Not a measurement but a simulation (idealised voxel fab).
Herein follows the process module entitled voxel self aligned contacts.
Section cut is 185 nm wide and gridded with 5 nm square cells.
In this document a cross-section is written as a grid of square cells. It is given as a series of bands, listed from the top down, and a band is one or more rows of cells. In this notation a band is specified by the heights of its top and bottom, in that order and in nm, after which its materials appear from left to right, each paired with its width in nm. The word "everywhere" attached to a single material means that material fills the band from edge to edge; the word "empty" stands for empty space. Height reference: 0 = level under which incoming wafer is all one material. Lowest band: no bottom, runs on downward, e.g. "from 0 down". The notation "30..40" denotes a width that varies across the rows of cells in the band, beginning at the first number in the top row, finishing at the second number in the bottom row, and changing by an identical amount from each row to the next. No cell of the cross-section changed in a step that is given as "no modification". You'll see "Closed voids list" listing empty spaces that have no way open to the top, as long as they're 8 cells or more; the notation is width x height at distance, where the distance is from the left edge, and all of it is in nm. What comes after the settings on a step's line is commentary from the simulator itself on that step. The "overlay nm" setting may appear on a step's line; for a step that uses a mask, it gives how far to the right of its planned position the mask lay, and a negative value indicates the left.
**Planned process steps**
| 1 | RECEIVE: material Si |
| 2 | CONFORMAL_DEP: material SiO2, thk nm 5 |
| 3 | DIRECTIONAL_DEP: material polySi, thk nm 20 |
| 4 | DIRECTIONAL_DEP: material SiN, thk nm 15 |
| 5 | DIRECTIONAL_DEP: material aC, thk nm 10 |
| 6 | PATTERN: tone cover, mask id GATE, material resist, width nm 30, pitch nm 65, thk nm 30, overlay nm 0 |
| 7 | DIRECTIONAL_ETCH: etch materials aC, depth nm 10 |
| 8 | STRIP: etch materials resist |
| 9 | DIRECTIONAL_ETCH: etch materials SiN, depth nm 15 |
| 10 | DIRECTIONAL_ETCH: etch materials polySi, depth nm 20 |
| 11 | STRIP: etch materials aC |
| 12 | CONFORMAL_DEP: material SiN, thk nm 5 |
| 13 | DIRECTIONAL_ETCH: etch materials SiN, depth nm 5 |
| 14 | FILL_DEP: material SiO2, thk nm 15 |
| 15 | CMP: height nm 45 |
| 16 | DIRECTIONAL_DEP: material aC, thk nm 15 |
| 17 | PATTERN: tone open, mask id CONTACT, material resist, width nm 45, thk nm 30, overlay nm 0 |
| 18 | DIRECTIONAL_ETCH: etch materials aC, depth nm 15 |
| 19 | STRIP: etch materials resist |
| 20 | DIRECTIONAL_ETCH: etch materials SiO2, depth nm 45 |
| 21 | STRIP: etch materials aC |
| 22 | CONFORMAL_DEP: material TiN, thk nm 5 |
| 23 | FILL_DEP: material W, thk nm 10 |
| 24 | CMP: height nm 45 |
| 25 | CONFORMAL_DEP: material SiCN, thk nm 5 |
**Here's what the wafer looked like in cross-section when it arrived - that's after step 1**
> from 0 down | Si everywhere
> Closed voids list: none
**Cross-section at module end, one run error; start and plan unchanged from above**
> from 50 to 45 | SiCN everywhere
> from 45 to 35 | SiO2 70 nm / TiN 5..15 nm / W 35..15 nm / TiN 5..15 nm / SiO2 70 nm
> from 35 to 20 | SiO2 40 nm / SiN 40 nm / TiN 5 nm / W 15 nm / TiN 5 nm / SiN 40 nm / SiO2 40 nm
> from 20 to 5 | SiO2 40 nm / SiN 5 nm / polySi 30 nm / SiN 5 nm / TiN 5 nm / W 15 nm / TiN 5 nm / SiN 5 nm / polySi 30 nm / SiN 5 nm / SiO2 40 nm
> from 5 to 0 | SiO2 40 nm / SiN 5 nm / polySi 30 nm / SiN 5 nm / TiN 25 nm / SiN 5 nm / polySi 30 nm / SiN 5 nm / SiO2 40 nm
> from 0 down | Si everywhere
> Closed voids list: none
What was the processing mistake? plan step 2 was not performed, having been skipped
